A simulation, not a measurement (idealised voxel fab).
Module name: voxel transistor to metal (process module)
Square cells of 5 nm make up the cross-section cut, whose width is 295 nm.
Just so we're on the same page, the cross-sections are grids of square cells, and they're listed out in bands top to bottom, each band one or more rows deep.
Basically the band line says how high the top is and how high the bottom is, in nm, and then what's in it from left to right, every material with its width in nm. Empty space shows up as "empty", and if a single material carries "full width" it runs the full band edge to edge.
Beneath 0, the wafer as received is one material, and that level is where height counting begins. The lowest band goes on downward without a bottom; it is written like "top 0, no bottom".
The expression "30->40" gives the width at the extremes of the band, the first number at its top row of cells and the second at its bottom row, with the width changing by equal amounts from each row to the next in between.
"no modification", as given for a step, is the statement that not any cell of the cross-section underwent a change during that step.
The entry "Entrapped voids" lists the empty spaces that cover at least 8 cells and have no open path to the top. Each is written as width x height at distance, where the distance is measured from the left edge and all three values are in nm.
The remark found on a step's line after its settings is issued by the simulator itself and pertains to that step.
"overlay nm" denotes, for a step that has a mask, the displacement of the mask to the right of its planned place, with negative values corresponding to the left.

Process steps (planned)
1: RECEIVE [material Si]
2: CONFORMAL_DEP [material SiO2] [thk nm 5]
3: CONFORMAL_DEP [material SiN] [thk nm 15]
4: PATTERN [tone cover] [mask id ACTIVE] [material resist] [width nm 105] [pitch nm 135] [thk nm 15] [overlay nm 0]
5: DIRECTIONAL_ETCH [etch materials SiN] [depth nm 15]
6: DIRECTIONAL_ETCH [etch materials SiO2] [depth nm 5]
7: DIRECTIONAL_ETCH [etch materials Si] [depth nm 30]
8: STRIP [etch materials resist]
9: OXIDIZE [depth nm 5]
10: FILL_DEP [material SiO2] [thk nm 10]
11: CMP [height nm 20]
12: SELECTIVE_ETCH [etch materials SiO2] [depth nm 15]
13: STRIP [etch materials SiN]
14: SELECTIVE_ETCH [etch materials SiO2] [depth nm 5]
15: OXIDIZE [depth nm 5]
16: DIRECTIONAL_DEP [material polySi] [thk nm 25]
17: DIRECTIONAL_DEP [material SiCN] [thk nm 10]
18: MASKED_ETCH [tone cover] [mask id GATE] [width nm 25] [pitch nm 135] [etch materials SiCN] [depth nm 20] [overlay nm 0]
19: MASKED_ETCH [tone cover] [mask id GATE] [width nm 15] [pitch nm 135] [etch materials polySi] [depth nm 35] [overlay nm 0]
20: CONFORMAL_DEP [material SiO2] [thk nm 5]
21: DIRECTIONAL_ETCH [etch materials SiO2] [depth nm 5]
22: CONFORMAL_DEP [material SiN] [thk nm 10]
23: DIRECTIONAL_ETCH [etch materials SiN] [depth nm 10]
24: DIRECTIONAL_ETCH [etch materials SiO2] [depth nm 5]
25: DIRECTIONAL_ETCH [etch materials Si] [depth nm 15]
26: EPI [material nSi] [thk nm 15]
27: FILL_DEP [material SiO2] [thk nm 10]
28: CMP [height nm 35]
29: DIRECTIONAL_DEP [material SiO2] [thk nm 15]
30: DIRECTIONAL_DEP [material aC] [thk nm 15]
31: PATTERN [tone open] [mask id CONTACT] [material resist] [width nm 30] [thk nm 30] [overlay nm 0]
32: DIRECTIONAL_ETCH [etch materials aC] [depth nm 15]
33: STRIP [etch materials resist]
34: DIRECTIONAL_ETCH [etch materials SiO2] [depth nm 55]
35: STRIP [etch materials aC]
36: CONFORMAL_DEP [material TiN] [thk nm 5]
37: FILL_DEP [material W] [thk nm 5]
38: CMP [height nm 50]
39: DIRECTIONAL_DEP [material TiN] [thk nm 5]
40: DIRECTIONAL_DEP [material Ru] [thk nm 20]
41: PATTERN [tone cover] [mask id METAL_1] [material resist] [width nm 20] [thk nm 20] [overlay nm 0]
42: DIRECTIONAL_ETCH [etch materials Ru] [depth nm 20]
43: DIRECTIONAL_ETCH [etch materials TiN] [depth nm 5]
44: STRIP [etch materials resist]
45: CONFORMAL_DEP [material SiN] [thk nm 5]
46: FILL_DEP [material lowk] [thk nm 5]
47: CMP [height nm 75]
48: CONFORMAL_DEP [material SiCN] [thk nm 5]
49: DIRECTIONAL_DEP [material lowk] [thk nm 25]
50: DIRECTIONAL_DEP [material aC] [thk nm 15]
51: PATTERN [tone open] [mask id METAL_2] [material resist] [width nm 20] [pitch nm 135] [thk nm 35] [overlay nm 0]
52: DIRECTIONAL_ETCH [etch materials aC] [depth nm 15]
53: STRIP [etch materials resist]
54: DIRECTIONAL_ETCH [etch materials lowk] [depth nm 15]
55: STRIP [etch materials aC]
56: DIRECTIONAL_DEP [material aC] [thk nm 10]
57: PATTERN [tone open] [mask id METAL_2_HOLES] [material resist] [width nm 15] [pitch nm 135] [thk nm 25] [overlay nm 0]
58: DIRECTIONAL_ETCH [etch materials aC] [depth nm 10]
59: STRIP [etch materials resist]
60: DIRECTIONAL_ETCH [etch materials lowk] [depth nm 10]
61: DIRECTIONAL_ETCH [etch materials SiCN] [depth nm 5]
62: STRIP [etch materials aC]
63: CONFORMAL_DEP [material TiN] [thk nm 5]
64: FILL_DEP [material Cu] [thk nm 5]
65: CMP [height nm 105]
66: CONFORMAL_DEP [material SiCN] [thk nm 5]
The wafers in this document start out alike and differ in the width nm applied at step 19; the plan shows the value used for the first wafer.

Cross-section: the first of several wafers in its as-received state, i.e. following step 1
* top 0, no bottom  Si full width
* Entrapped voids: none

First of several wafers: cross-section at the end of the module, after step 66, its last step
* top 110, bottom 105  SiCN full width
* top 105, bottom 95  lowk 30 nm  TiN 5 nm  Cu 10 nm  TiN 5 nm  lowk 115 nm  TiN 5 nm  Cu 10 nm  TiN 5 nm  lowk 110 nm
* top 95, bottom 90  lowk 30 nm  TiN 5 nm  Cu 5 nm  TiN 10 nm  lowk 115 nm  TiN 5 nm  Cu 5 nm  TiN 10 nm  lowk 110 nm
* top 90, bottom 80  lowk 30 nm  TiN 5 nm  Cu 5 nm  TiN 5 nm  lowk 120 nm  TiN 5 nm  Cu 5 nm  TiN 5 nm  lowk 115 nm
* top 80, bottom 75  SiCN 30 nm  TiN 15 nm  SiCN 120 nm  TiN 15 nm  SiCN 115 nm
* top 75, bottom 55  lowk 25 nm  SiN 5 nm  Ru 20 nm  SiN 5 nm  lowk 45 nm  SiN 5 nm  Ru 20 nm  SiN 5 nm  lowk 30 nm  SiN 5 nm  Ru 20 nm  SiN 5 nm  lowk 45 nm  SiN 5 nm  Ru 20 nm  SiN 5 nm  lowk 30 nm
* top 55, bottom 50  SiN 30 nm  TiN 20 nm  SiN 55 nm  TiN 20 nm  SiN 40 nm  TiN 20 nm  SiN 55 nm  TiN 20 nm  SiN 35 nm
* top 50, bottom 40  SiO2 30 nm  TiN 5 nm  W 20 nm  TiN 5 nm  SiO2 35 nm  TiN 5 nm  W 20 nm  TiN 5 nm  SiO2 40 nm  TiN 5 nm  W 20 nm  TiN 5 nm  SiO2 35 nm  TiN 5 nm  W 20 nm  TiN 5 nm  SiO2 35 nm
* top 40, bottom 35  SiO2 30 nm  TiN 5 nm  W 10 nm  TiN 15 nm  SiO2 35 nm  TiN 15 nm  W 10 nm  TiN 5 nm  SiO2 40 nm  TiN 5 nm  W 10 nm  TiN 15 nm  SiO2 35 nm  TiN 15 nm  W 10 nm  TiN 5 nm  SiO2 35 nm
* top 35, bottom 25  SiO2 30 nm  TiN 5 nm  W 10 nm  TiN 5 nm  SiN 10 nm  SiO2 5 nm  SiCN 25 nm  SiO2 5 nm  SiN 10 nm  TiN 5 nm  W 10 nm  TiN 5 nm  SiO2 40 nm  TiN 5 nm  W 10 nm  TiN 5 nm  SiN 10 nm  SiO2 5 nm  SiCN 25 nm  SiO2 5 nm  SiN 10 nm  TiN 5 nm  W 10 nm  TiN 5 nm  SiO2 35 nm
* top 25, bottom 15  SiO2 30 nm  TiN 5 nm  W 10 nm  TiN 5 nm  SiN 10 nm  SiO2 5 nm  polySi 25 nm  SiO2 5 nm  SiN 10 nm  TiN 5 nm  W 10 nm  TiN 5 nm  SiO2 40 nm  TiN 5 nm  W 10 nm  TiN 5 nm  SiN 10 nm  SiO2 5 nm  polySi 25 nm  SiO2 5 nm  SiN 10 nm  TiN 5 nm  W 10 nm  TiN 5 nm  SiO2 35 nm
* top 15, bottom 10  SiO2 30 nm  TiN 20 nm  SiN 10 nm  SiO2 5 nm  polySi 25 nm  SiO2 5 nm  SiN 10 nm  TiN 20 nm  SiO2 40 nm  TiN 20 nm  SiN 10 nm  SiO2 5 nm  polySi 25 nm  SiO2 5 nm  SiN 10 nm  TiN 20 nm  SiO2 35 nm
* top 10, bottom 0  SiO2 30 nm  TiN 5 nm  nSi 15 nm  SiN 10 nm  SiO2 5 nm  polySi 25 nm  SiO2 5 nm  SiN 10 nm  nSi 15 nm  TiN 5 nm  SiO2 40 nm  TiN 5 nm  nSi 15 nm  SiN 10 nm  SiO2 5 nm  polySi 25 nm  SiO2 5 nm  SiN 10 nm  nSi 15 nm  TiN 5 nm  SiO2 35 nm
* top 0, bottom -5  SiO2 30 nm  TiN 5 nm  nSi 15 nm  SiO2 55 nm  nSi 15 nm  TiN 5 nm  SiO2 40 nm  TiN 5 nm  nSi 15 nm  SiO2 55 nm  nSi 15 nm  TiN 5 nm  SiO2 35 nm
* top -5, bottom -20  SiO2 30 nm  nSi 20 nm  Si 55 nm  nSi 20 nm  SiO2 40 nm  nSi 20 nm  Si 55 nm  nSi 20 nm  SiO2 35 nm
* top -20, bottom -35  SiO2 30 nm  Si 95 nm  SiO2 40 nm  Si 95 nm  SiO2 35 nm
* top -35, no bottom  Si full width
* Entrapped voids: none

Cross-section at module completion, last wafer
* top 110, bottom 105  SiCN full width
* top 105, bottom 95  lowk 30 nm  TiN 5 nm  Cu 10 nm  TiN 5 nm  lowk 115 nm  TiN 5 nm  Cu 10 nm  TiN 5 nm  lowk 110 nm
* top 95, bottom 90  lowk 30 nm  TiN 5 nm  Cu 5 nm  TiN 10 nm  lowk 115 nm  TiN 5 nm  Cu 5 nm  TiN 10 nm  lowk 110 nm
* top 90, bottom 80  lowk 30 nm  TiN 5 nm  Cu 5 nm  TiN 5 nm  lowk 120 nm  TiN 5 nm  Cu 5 nm  TiN 5 nm  lowk 115 nm
* top 80, bottom 75  SiCN 30 nm  TiN 15 nm  SiCN 120 nm  TiN 15 nm  SiCN 115 nm
* top 75, bottom 55  lowk 25 nm  SiN 5 nm  Ru 20 nm  SiN 5 nm  lowk 45 nm  SiN 5 nm  Ru 20 nm  SiN 5 nm  lowk 30 nm  SiN 5 nm  Ru 20 nm  SiN 5 nm  lowk 45 nm  SiN 5 nm  Ru 20 nm  SiN 5 nm  lowk 30 nm
* top 55, bottom 50  SiN 30 nm  TiN 20 nm  SiN 55 nm  TiN 20 nm  SiN 40 nm  TiN 20 nm  SiN 55 nm  TiN 20 nm  SiN 35 nm
* top 50, bottom 40  SiO2 30 nm  TiN 5 nm  W 20 nm  TiN 5 nm  SiO2 35 nm  TiN 5 nm  W 20 nm  TiN 5 nm  SiO2 40 nm  TiN 5 nm  W 20 nm  TiN 5 nm  SiO2 35 nm  TiN 5 nm  W 20 nm  TiN 5 nm  SiO2 35 nm
* top 40, bottom 35  SiO2 30 nm  TiN 5 nm  W 10 nm  TiN 15 nm  SiO2 35 nm  TiN 15 nm  W 10 nm  TiN 5 nm  SiO2 40 nm  TiN 5 nm  W 10 nm  TiN 15 nm  SiO2 35 nm  TiN 15 nm  W 10 nm  TiN 5 nm  SiO2 35 nm
* top 35, bottom 30  SiO2 30 nm  TiN 5 nm  W 10 nm  TiN 5 nm  SiN 10 nm  SiO2 5 nm  SiCN 25 nm  SiO2 5 nm  SiN 10 nm  TiN 5 nm  W 10 nm  TiN 5 nm  SiO2 40 nm  TiN 5 nm  W 10 nm  TiN 5 nm  SiN 10 nm  SiO2 5 nm  SiCN 25 nm  SiO2 5 nm  SiN 10 nm  TiN 5 nm  W 10 nm  TiN 5 nm  SiO2 35 nm
* top 30, bottom 25  SiO2 30 nm  TiN 5 nm  W 5 nm  TiN 10 nm  SiN 10 nm  SiO2 5 nm  SiCN 25 nm  SiO2 5 nm  SiN 10 nm  TiN 20 nm  SiO2 40 nm  TiN 5 nm  W 5 nm  TiN 10 nm  SiN 10 nm  SiO2 5 nm  SiCN 25 nm  SiO2 5 nm  SiN 10 nm  TiN 20 nm  SiO2 35 nm
* top 25, bottom 15  SiO2 30 nm  TiN 5 nm  W 5 nm  TiN 5 nm  SiN 10 nm  SiO2 5 nm  polySi 40 nm  SiO2 5 nm  SiN 10 nm  TiN 10 nm  SiO2 40 nm  TiN 5 nm  W 5 nm  TiN 5 nm  SiN 10 nm  SiO2 5 nm  polySi 40 nm  SiO2 5 nm  SiN 10 nm  TiN 10 nm  SiO2 35 nm
* top 15, bottom 10  SiO2 30 nm  TiN 15 nm  SiN 10 nm  SiO2 5 nm  polySi 40 nm  SiO2 5 nm  SiN 10 nm  TiN 10 nm  SiO2 40 nm  TiN 15 nm  SiN 10 nm  SiO2 5 nm  polySi 40 nm  SiO2 5 nm  SiN 10 nm  TiN 10 nm  SiO2 35 nm
* top 10, bottom 0  SiO2 30 nm  nSi 15 nm  SiN 10 nm  SiO2 5 nm  polySi 40 nm  SiO2 5 nm  SiN 10 nm  nSi 15 nm  SiO2 35 nm  nSi 15 nm  SiN 10 nm  SiO2 5 nm  polySi 40 nm  SiO2 5 nm  SiN 10 nm  nSi 15 nm  SiO2 30 nm
* top 0, bottom -5  SiO2 30 nm  nSi 15 nm  SiO2 70 nm  nSi 15 nm  SiO2 35 nm  nSi 15 nm  SiO2 70 nm  nSi 15 nm  SiO2 30 nm
* top -5, bottom -20  SiO2 30 nm  nSi 15 nm  Si 70 nm  nSi 10 nm  SiO2 40 nm  nSi 15 nm  Si 70 nm  nSi 10 nm  SiO2 35 nm
* top -20, bottom -35  SiO2 30 nm  Si 95 nm  SiO2 40 nm  Si 95 nm  SiO2 35 nm
* top -35, no bottom  Si full width
* Entrapped voids: none

Tabulated below, wafer by wafer, are the end-of-module results: for each material, the number of cells gained (+) or lost (-) relative to the as-received state, followed by the closed voids
width nm 15 | +14 Cu | +64 Ru | -233 Si | +132 SiCN | +131 SiN | +449 SiO2 | +136 TiN | +72 W | +399 lowk | +84 nSi | +50 polySi | Entrapped voids: none
width nm 20 | +14 Cu | +64 Ru | -233 Si | +132 SiCN | +131 SiN | +449 SiO2 | +136 TiN | +72 W | +399 lowk | +84 nSi | +50 polySi | Entrapped voids: none
width nm 25 | +14 Cu | +64 Ru | -233 Si | +132 SiCN | +131 SiN | +449 SiO2 | +136 TiN | +72 W | +399 lowk | +84 nSi | +50 polySi | Entrapped voids: none
width nm 30 | +14 Cu | +64 Ru | -227 Si | +132 SiCN | +131 SiN | +451 SiO2 | +130 TiN | +66 W | +399 lowk | +78 nSi | +60 polySi | Entrapped voids: none
width nm 35 | +14 Cu | +64 Ru | -221 Si | +132 SiCN | +131 SiN | +453 SiO2 | +124 TiN | +60 W | +399 lowk | +72 nSi | +70 polySi | Entrapped voids: none
width nm 40 | +14 Cu | +64 Ru | -215 Si | +132 SiCN | +131 SiN | +449 SiO2 | +124 TiN | +54 W | +399 lowk | +66 nSi | +80 polySi | Entrapped voids: none
